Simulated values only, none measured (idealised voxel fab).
You're looking at the process module voxel gate over fins.
The figure presents cross-section cut, which has a width of 230 nm and is divided into square cells with an edge length of 5 nm.
Each cross-section below is a grid of square cells, stated as bands in top-down order, with one or more rows of cells making up each band.
It is stipulated that each band's entry specify, in nanometres, the height of the top of the band and then that of its bottom, followed by the materials of the band in left-to-right sequence, each together with its width in nanometres. A single material marked by the word "throughout" is understood to fill the band from edge to edge; the word "empty" is understood to denote empty space.
Height is counted from the level 0, under which the received wafer is composed throughout of one material. The lowest of the bands is not closed at the bottom but continues downward, in the notation "0 down".
Note: "30..40" means the width goes from the first number (top row of the band) to the second number (bottom row) in equal steps per row of cells.
The cross-section has no changed cell in any step marked "remained unchanged".
Closed-off voids of 8+ cells (no open route to the top) go in "Enclosed void list", written width x height at distance from the left edge, in nm.
What comes after the settings on a step's line is commentary from the simulator itself on that step.
"overlay nm" answers the question of how far to the right of plan the mask lay on a step that has a mask, and when it is negative the answer is to the left.
Below is the list of planned process steps:
1) RECEIVE with material Si
2) CONFORMAL_DEP with material SiN, thk nm 5
3) PATTERN with tone cover, mask id FINS, material resist, width nm 15, pitch nm 60, thk nm 20, overlay nm 0
4) DIRECTIONAL_ETCH with etch materials SiN, depth nm 5
5) DIRECTIONAL_ETCH with etch materials Si, depth nm 35
6) STRIP with etch materials resist
7) OXIDIZE with depth nm 5
8) FILL_DEP with material SiO2, thk nm 15
9) CMP with height nm 5
10) PATTERN with tone open, mask id RAIL, material resist, width nm 15, thk nm 20, overlay nm 0
11) DIRECTIONAL_ETCH with etch materials SiO2, depth nm 35
12) STRIP with etch materials resist
13) CONFORMAL_DEP with material TiN, thk nm 5
14) FILL_DEP with material Ru, thk nm 10
15) CMP with height nm 5
16) SELECTIVE_ETCH with etch materials W Ru TiN, depth nm 30
17) FILL_DEP with material SiO2, thk nm 5
18) CMP with height nm 5
19) SELECTIVE_ETCH with etch materials SiO2, depth nm 20
20) STRIP with etch materials SiN
21) CONFORMAL_DEP with material HfO2, thk nm 5
22) CONFORMAL_DEP with material TiN, thk nm 5
23) CONFORMAL_DEP with material TiAl, thk nm 5
24) CONFORMAL_DEP with material TiN, thk nm 5
25) FILL_DEP with material W, thk nm 15
26) CMP with height nm 30
27) CONFORMAL_DEP with material SiN, thk nm 10
First out of two wafers; run went to plan:
As received (post step 1): cross-section:
  0 down | Si throughout
  Enclosed void list: none
The following cross-section depicts the wafer upon completion of step 2:
  5 to 0 | SiN throughout
  Rest of section, below 0: as before.
The following cross-section depicts the wafer upon completion of step 3:
  25 to 5 | empty 75 nm; resist 15 nm; empty 45 nm; resist 15 nm; empty 80 nm
  Rest of section, below 5: as before.
The following cross-section depicts the wafer upon completion of step 4:
  25 to 5 | empty 75 nm; resist 15 nm; empty 45 nm; resist 15 nm; empty 80 nm
  5 to 0 | empty 75 nm; SiN 15 nm; empty 45 nm; SiN 15 nm; empty 80 nm
  Rest of section, below 0: as before.
The following cross-section depicts the wafer upon completion of step 5:
  25 to 5 | empty 75 nm; resist 15 nm; empty 45 nm; resist 15 nm; empty 80 nm
  5 to 0 | empty 75 nm; SiN 15 nm; empty 45 nm; SiN 15 nm; empty 80 nm
  0 to -35 | empty 75 nm; Si 15 nm; empty 45 nm; Si 15 nm; empty 80 nm
  Rest of section, below -35: as before.
The following cross-section depicts the wafer upon completion of step 6:
  5 to 0 | empty 75 nm; SiN 15 nm; empty 45 nm; SiN 15 nm; empty 80 nm
  Rest of section, below 0: as before.
The following cross-section depicts the wafer upon completion of step 7:
  5 to 0 | empty 75 nm; SiN 15 nm; empty 45 nm; SiN 15 nm; empty 80 nm
  0 to -35 | empty 75 nm; SiO2 5 nm; Si 5 nm; SiO2 5 nm; empty 45 nm; SiO2 5 nm; Si 5 nm; SiO2 5 nm; empty 80 nm
  -35 to -40 | SiO2 80 nm; Si 5 nm; SiO2 55 nm; Si 5 nm; SiO2 85 nm
  Rest of section, below -40: as before.
The following cross-section depicts the wafer upon completion of step 8:
  20 to 5 | SiO2 throughout
  5 to 0 | SiO2 75 nm; SiN 15 nm; SiO2 45 nm; SiN 15 nm; SiO2 80 nm
  0 to -40 | SiO2 80 nm; Si 5 nm; SiO2 55 nm; Si 5 nm; SiO2 85 nm
  Rest of section, below -40: as before.
The following cross-section depicts the wafer upon completion of step 9:
  5 to 0 | SiO2 75 nm; SiN 15 nm; SiO2 45 nm; SiN 15 nm; SiO2 80 nm
  Rest of section, below 0: as before.
The following cross-section depicts the wafer upon completion of step 10:
  25 to 5 | resist 105 nm; empty 15 nm; resist 110 nm
  Rest of section, below 5: as before.
The following cross-section depicts the wafer upon completion of step 11:
  25 to 5 | resist 105 nm; empty 15 nm; resist 110 nm
  5 to 0 | SiO2 75 nm; SiN 15 nm; SiO2 15 nm; empty 15 nm; SiO2 15 nm; SiN 15 nm; SiO2 80 nm
  0 to -30 | SiO2 80 nm; Si 5 nm; SiO2 20 nm; empty 15 nm; SiO2 20 nm; Si 5 nm; SiO2 85 nm
  Rest of section, below -30: as before.
The following cross-section depicts the wafer upon completion of step 12:
  5 to 0 | SiO2 75 nm; SiN 15 nm; SiO2 15 nm; empty 15 nm; SiO2 15 nm; SiN 15 nm; SiO2 80 nm
  Rest of section, below 0: as before.
The following cross-section depicts the wafer upon completion of step 13:
  10 to 5 | TiN 110 nm; empty 5 nm; TiN 115 nm
  5 to 0 | SiO2 75 nm; SiN 15 nm; SiO2 15 nm; TiN 5 nm; empty 5 nm; TiN 5 nm; SiO2 15 nm; SiN 15 nm; SiO2 80 nm
  0 to -25 | SiO2 80 nm; Si 5 nm; SiO2 20 nm; TiN 5 nm; empty 5 nm; TiN 5 nm; SiO2 20 nm; Si 5 nm; SiO2 85 nm
  -25 to -30 | SiO2 80 nm; Si 5 nm; SiO2 20 nm; TiN 15 nm; SiO2 20 nm; Si 5 nm; SiO2 85 nm
  Rest of section, below -30: as before.
The following cross-section depicts the wafer upon completion of step 14:
  20 to 10 | Ru throughout
  10 to 5 | TiN 110 nm; Ru 5 nm; TiN 115 nm
  5 to 0 | SiO2 75 nm; SiN 15 nm; SiO2 15 nm; TiN 5 nm; Ru 5 nm; TiN 5 nm; SiO2 15 nm; SiN 15 nm; SiO2 80 nm
  0 to -25 | SiO2 80 nm; Si 5 nm; SiO2 20 nm; TiN 5 nm; Ru 5 nm; TiN 5 nm; SiO2 20 nm; Si 5 nm; SiO2 85 nm
  Rest of section, below -25: as before.
The following cross-section depicts the wafer upon completion of step 15:
  5 to 0 | SiO2 75 nm; SiN 15 nm; SiO2 15 nm; TiN 5 nm; Ru 5 nm; TiN 5 nm; SiO2 15 nm; SiN 15 nm; SiO2 80 nm
  Rest of section, below 0: as before.
The following cross-section depicts the wafer upon completion of step 16:
  5 to 0 | SiO2 75 nm; SiN 15 nm; SiO2 15 nm; empty 15 nm; SiO2 15 nm; SiN 15 nm; SiO2 80 nm
  0 to -25 | SiO2 80 nm; Si 5 nm; SiO2 20 nm; empty 15 nm; SiO2 20 nm; Si 5 nm; SiO2 85 nm
  Rest of section, below -25: as before.
The following cross-section depicts the wafer upon completion of step 17:
  10 to 5 | SiO2 throughout
  5 to 0 | SiO2 75 nm; SiN 15 nm; SiO2 45 nm; SiN 15 nm; SiO2 80 nm
  0 to -25 | SiO2 80 nm; Si 5 nm; SiO2 55 nm; Si 5 nm; SiO2 85 nm
  Rest of section, below -25: as before.
The following cross-section depicts the wafer upon completion of step 18:
  5 to 0 | SiO2 75 nm; SiN 15 nm; SiO2 45 nm; SiN 15 nm; SiO2 80 nm
  Rest of section, below 0: as before.
The following cross-section depicts the wafer upon completion of step 19:
  5 to 0 | empty 75 nm; SiN 15 nm; empty 45 nm; SiN 15 nm; empty 80 nm
  0 to -15 | empty 80 nm; Si 5 nm; empty 55 nm; Si 5 nm; empty 85 nm
  Rest of section, below -15: as before.
The following cross-section depicts the wafer upon completion of step 20:
  0 to -15 | empty 80 nm; Si 5 nm; empty 55 nm; Si 5 nm; empty 85 nm
  Rest of section, below -15: as before.
The following cross-section depicts the wafer upon completion of step 21:
  5 to 0 | empty 75 nm; HfO2 15 nm; empty 45 nm; HfO2 15 nm; empty 80 nm
  0 to -10 | empty 75 nm; HfO2 5 nm; Si 5 nm; HfO2 5 nm; empty 45 nm; HfO2 5 nm; Si 5 nm; HfO2 5 nm; empty 80 nm
  -10 to -15 | HfO2 80 nm; Si 5 nm; HfO2 55 nm; Si 5 nm; HfO2 85 nm
  Rest of section, below -15: as before.
The following cross-section depicts the wafer upon completion of step 22:
  10 to 5 | empty 70 nm; TiN 25 nm; empty 35 nm; TiN 25 nm; empty 75 nm
  5 to 0 | empty 70 nm; TiN 5 nm; HfO2 15 nm; TiN 5 nm; empty 35 nm; TiN 5 nm; HfO2 15 nm; TiN 5 nm; empty 75 nm
  0 to -5 | empty 70 nm; TiN 5 nm; HfO2 5 nm; Si 5 nm; HfO2 5 nm; TiN 5 nm; empty 35 nm; TiN 5 nm; HfO2 5 nm; Si 5 nm; HfO2 5 nm; TiN 5 nm; empty 75 nm
  -5 to -10 | TiN 75 nm; HfO2 5 nm; Si 5 nm; HfO2 5 nm; TiN 45 nm; HfO2 5 nm; Si 5 nm; HfO2 5 nm; TiN 80 nm
  Rest of section, below -10: as before.
The following cross-section depicts the wafer upon completion of step 23:
  15 to 10 | empty 65 nm; TiAl 35 nm; empty 25 nm; TiAl 35 nm; empty 70 nm
  10 to 5 | empty 65 nm; TiAl 5 nm; TiN 25 nm; TiAl 5 nm; empty 25 nm; TiAl 5 nm; TiN 25 nm; TiAl 5 nm; empty 70 nm
  5 to 0 | empty 65 nm; TiAl 5 nm; TiN 5 nm; HfO2 15 nm; TiN 5 nm; TiAl 5 nm; empty 25 nm; TiAl 5 nm; TiN 5 nm; HfO2 15 nm; TiN 5 nm; TiAl 5 nm; empty 70 nm
  0 to -5 | TiAl 70 nm; TiN 5 nm; HfO2 5 nm; Si 5 nm; HfO2 5 nm; TiN 5 nm; TiAl 35 nm; TiN 5 nm; HfO2 5 nm; Si 5 nm; HfO2 5 nm; TiN 5 nm; TiAl 75 nm
  Rest of section, below -5: as before.
The following cross-section depicts the wafer upon completion of step 24:
  20 to 15 | empty 60 nm; TiN 45 nm; empty 15 nm; TiN 45 nm; empty 65 nm
  15 to 10 | empty 60 nm; TiN 5 nm; TiAl 35 nm; TiN 5 nm; empty 15 nm; TiN 5 nm; TiAl 35 nm; TiN 5 nm; empty 65 nm
  10 to 5 | empty 60 nm; TiN 5 nm; TiAl 5 nm; TiN 25 nm; TiAl 5 nm; TiN 5 nm; empty 15 nm; TiN 5 nm; TiAl 5 nm; TiN 25 nm; TiAl 5 nm; TiN 5 nm; empty 65 nm
  5 to 0 | TiN 65 nm; TiAl 5 nm; TiN 5 nm; HfO2 15 nm; TiN 5 nm; TiAl 5 nm; TiN 25 nm; TiAl 5 nm; TiN 5 nm; HfO2 15 nm; TiN 5 nm; TiAl 5 nm; TiN 70 nm
  Rest of section, below 0: as before.
The following cross-section depicts the wafer upon completion of step 25:
  35 to 20 | W throughout
  20 to 15 | W 60 nm; TiN 45 nm; W 15 nm; TiN 45 nm; W 65 nm
  15 to 10 | W 60 nm; TiN 5 nm; TiAl 35 nm; TiN 5 nm; W 15 nm; TiN 5 nm; TiAl 35 nm; TiN 5 nm; W 65 nm
  10 to 5 | W 60 nm; TiN 5 nm; TiAl 5 nm; TiN 25 nm; TiAl 5 nm; TiN 5 nm; W 15 nm; TiN 5 nm; TiAl 5 nm; TiN 25 nm; TiAl 5 nm; TiN 5 nm; W 65 nm
  Rest of section, below 5: as before.
The following cross-section depicts the wafer upon completion of step 26:
  30 to 20 | W throughout
  Rest of section, below 20: as before.
The following cross-section depicts the wafer upon completion of step 27:
  40 to 30 | SiN throughout
  Rest of section, below 30: as before.
Here the second wafer is described. Its start and its plan were those of the first wafer. Its run contained one mistake. Up to and including step 9, it did exactly what the first wafer did:
Cross-sectional view of the second wafer at the intended end time of process step 10:
  25 to 5 | resist 95 nm; empty 15 nm; resist 120 nm
  Rest of section, below 5: as before.
Cross-sectional view of the second wafer at the intended end time of process step 11:
  25 to 5 | resist 95 nm; empty 15 nm; resist 120 nm
  5 to 0 | SiO2 75 nm; SiN 15 nm; SiO2 5 nm; empty 15 nm; SiO2 25 nm; SiN 15 nm; SiO2 80 nm
  0 to -30 | SiO2 80 nm; Si 5 nm; SiO2 10 nm; empty 15 nm; SiO2 30 nm; Si 5 nm; SiO2 85 nm
  Rest of section, below -30: as before.
Cross-sectional view of the second wafer at the intended end time of process step 12:
  5 to 0 | SiO2 75 nm; SiN 15 nm; SiO2 5 nm; empty 15 nm; SiO2 25 nm; SiN 15 nm; SiO2 80 nm
  Rest of section, below 0: as before.
Cross-sectional view of the second wafer at the intended end time of process step 13:
  10 to 5 | TiN 100 nm; empty 5 nm; TiN 125 nm
  5 to 0 | SiO2 75 nm; SiN 15 nm; SiO2 5 nm; TiN 5 nm; empty 5 nm; TiN 5 nm; SiO2 25 nm; SiN 15 nm; SiO2 80 nm
  0 to -25 | SiO2 80 nm; Si 5 nm; SiO2 10 nm; TiN 5 nm; empty 5 nm; TiN 5 nm; SiO2 30 nm; Si 5 nm; SiO2 85 nm
  -25 to -30 | SiO2 80 nm; Si 5 nm; SiO2 10 nm; TiN 15 nm; SiO2 30 nm; Si 5 nm; SiO2 85 nm
  Rest of section, below -30: as before.
Cross-sectional view of the second wafer at the intended end time of process step 14:
  20 to 10 | Ru throughout
  10 to 5 | TiN 100 nm; Ru 5 nm; TiN 125 nm
  5 to 0 | SiO2 75 nm; SiN 15 nm; SiO2 5 nm; TiN 5 nm; Ru 5 nm; TiN 5 nm; SiO2 25 nm; SiN 15 nm; SiO2 80 nm
  0 to -25 | SiO2 80 nm; Si 5 nm; SiO2 10 nm; TiN 5 nm; Ru 5 nm; TiN 5 nm; SiO2 30 nm; Si 5 nm; SiO2 85 nm
  Rest of section, below -25: as before.
Cross-sectional view of the second wafer at the intended end time of process step 15:
  5 to 0 | SiO2 75 nm; SiN 15 nm; SiO2 5 nm; TiN 5 nm; Ru 5 nm; TiN 5 nm; SiO2 25 nm; SiN 15 nm; SiO2 80 nm
  Rest of section, below 0: as before.
Cross-sectional view of the second wafer at the intended end time of process step 16:
  5 to 0 | SiO2 75 nm; SiN 15 nm; SiO2 5 nm; empty 15 nm; SiO2 25 nm; SiN 15 nm; SiO2 80 nm
  0 to -25 | SiO2 80 nm; Si 5 nm; SiO2 10 nm; empty 15 nm; SiO2 30 nm; Si 5 nm; SiO2 85 nm
  Rest of section, below -25: as before.
Cross-sectional view of the second wafer at the intended end time of process step 17:
  10 to 5 | SiO2 throughout
  5 to 0 | SiO2 75 nm; SiN 15 nm; SiO2 45 nm; SiN 15 nm; SiO2 80 nm
  0 to -25 | SiO2 80 nm; Si 5 nm; SiO2 55 nm; Si 5 nm; SiO2 85 nm
  Rest of section, below -25: as before.
Cross-sectional view of the second wafer at the intended end time of process step 18:
  5 to 0 | SiO2 75 nm; SiN 15 nm; SiO2 45 nm; SiN 15 nm; SiO2 80 nm
  Rest of section, below 0: as before.
Cross-sectional view of the second wafer at the intended end time of process step 19:
  5 to 0 | empty 75 nm; SiN 15 nm; empty 45 nm; SiN 15 nm; empty 80 nm
  0 to -15 | empty 80 nm; Si 5 nm; empty 55 nm; Si 5 nm; empty 85 nm
  Rest of section, below -15: as before.
Cross-sectional view of the second wafer at the intended end time of process step 20:
  0 to -15 | empty 80 nm; Si 5 nm; empty 55 nm; Si 5 nm; empty 85 nm
  Rest of section, below -15: as before.
Cross-sectional view of the second wafer at the intended end time of process step 21:
  5 to 0 | empty 75 nm; HfO2 15 nm; empty 45 nm; HfO2 15 nm; empty 80 nm
  0 to -10 | empty 75 nm; HfO2 5 nm; Si 5 nm; HfO2 5 nm; empty 45 nm; HfO2 5 nm; Si 5 nm; HfO2 5 nm; empty 80 nm
  -10 to -15 | HfO2 80 nm; Si 5 nm; HfO2 55 nm; Si 5 nm; HfO2 85 nm
  Rest of section, below -15: as before.
Cross-sectional view of the second wafer at the intended end time of process step 22:
  10 to 5 | empty 70 nm; TiN 25 nm; empty 35 nm; TiN 25 nm; empty 75 nm
  5 to 0 | empty 70 nm; TiN 5 nm; HfO2 15 nm; TiN 5 nm; empty 35 nm; TiN 5 nm; HfO2 15 nm; TiN 5 nm; empty 75 nm
  0 to -5 | empty 70 nm; TiN 5 nm; HfO2 5 nm; Si 5 nm; HfO2 5 nm; TiN 5 nm; empty 35 nm; TiN 5 nm; HfO2 5 nm; Si 5 nm; HfO2 5 nm; TiN 5 nm; empty 75 nm
  -5 to -10 | TiN 75 nm; HfO2 5 nm; Si 5 nm; HfO2 5 nm; TiN 45 nm; HfO2 5 nm; Si 5 nm; HfO2 5 nm; TiN 80 nm
  Rest of section, below -10: as before.
Cross-sectional view of the second wafer at the intended end time of process step 23:
  15 to 10 | empty 65 nm; TiAl 35 nm; empty 25 nm; TiAl 35 nm; empty 70 nm
  10 to 5 | empty 65 nm; TiAl 5 nm; TiN 25 nm; TiAl 5 nm; empty 25 nm; TiAl 5 nm; TiN 25 nm; TiAl 5 nm; empty 70 nm
  5 to 0 | empty 65 nm; TiAl 5 nm; TiN 5 nm; HfO2 15 nm; TiN 5 nm; TiAl 5 nm; empty 25 nm; TiAl 5 nm; TiN 5 nm; HfO2 15 nm; TiN 5 nm; TiAl 5 nm; empty 70 nm
  0 to -5 | TiAl 70 nm; TiN 5 nm; HfO2 5 nm; Si 5 nm; HfO2 5 nm; TiN 5 nm; TiAl 35 nm; TiN 5 nm; HfO2 5 nm; Si 5 nm; HfO2 5 nm; TiN 5 nm; TiAl 75 nm
  Rest of section, below -5: as before.
Cross-sectional view of the second wafer at the intended end time of process step 24:
  20 to 15 | empty 60 nm; TiN 45 nm; empty 15 nm; TiN 45 nm; empty 65 nm
  15 to 10 | empty 60 nm; TiN 5 nm; TiAl 35 nm; TiN 5 nm; empty 15 nm; TiN 5 nm; TiAl 35 nm; TiN 5 nm; empty 65 nm
  10 to 5 | empty 60 nm; TiN 5 nm; TiAl 5 nm; TiN 25 nm; TiAl 5 nm; TiN 5 nm; empty 15 nm; TiN 5 nm; TiAl 5 nm; TiN 25 nm; TiAl 5 nm; TiN 5 nm; empty 65 nm
  5 to 0 | TiN 65 nm; TiAl 5 nm; TiN 5 nm; HfO2 15 nm; TiN 5 nm; TiAl 5 nm; TiN 25 nm; TiAl 5 nm; TiN 5 nm; HfO2 15 nm; TiN 5 nm; TiAl 5 nm; TiN 70 nm
  Rest of section, below 0: as before.
Cross-sectional view of the second wafer at the intended end time of process step 25:
  35 to 20 | W throughout
  20 to 15 | W 60 nm; TiN 45 nm; W 15 nm; TiN 45 nm; W 65 nm
  15 to 10 | W 60 nm; TiN 5 nm; TiAl 35 nm; TiN 5 nm; W 15 nm; TiN 5 nm; TiAl 35 nm; TiN 5 nm; W 65 nm
  10 to 5 | W 60 nm; TiN 5 nm; TiAl 5 nm; TiN 25 nm; TiAl 5 nm; TiN 5 nm; W 15 nm; TiN 5 nm; TiAl 5 nm; TiN 25 nm; TiAl 5 nm; TiN 5 nm; W 65 nm
  Rest of section, below 5: as before.
Cross-sectional view of the second wafer at the intended end time of process step 26:
  30 to 20 | W throughout
  Rest of section, below 20: as before.
Cross-sectional view of the second wafer at the intended end time of process step 27:
  40 to 30 | SiN throughout
  Rest of section, below 30: as before.
Want to know what went wrong? step 10 changed vs plan, executed as PATTERN with tone open, mask id RAIL, material resist, width nm 15, thk nm 20, overlay nm -10
In the final comparison it is observed that the number of cells assigned to each material is identical for the two wafers, whereas their placement is not.
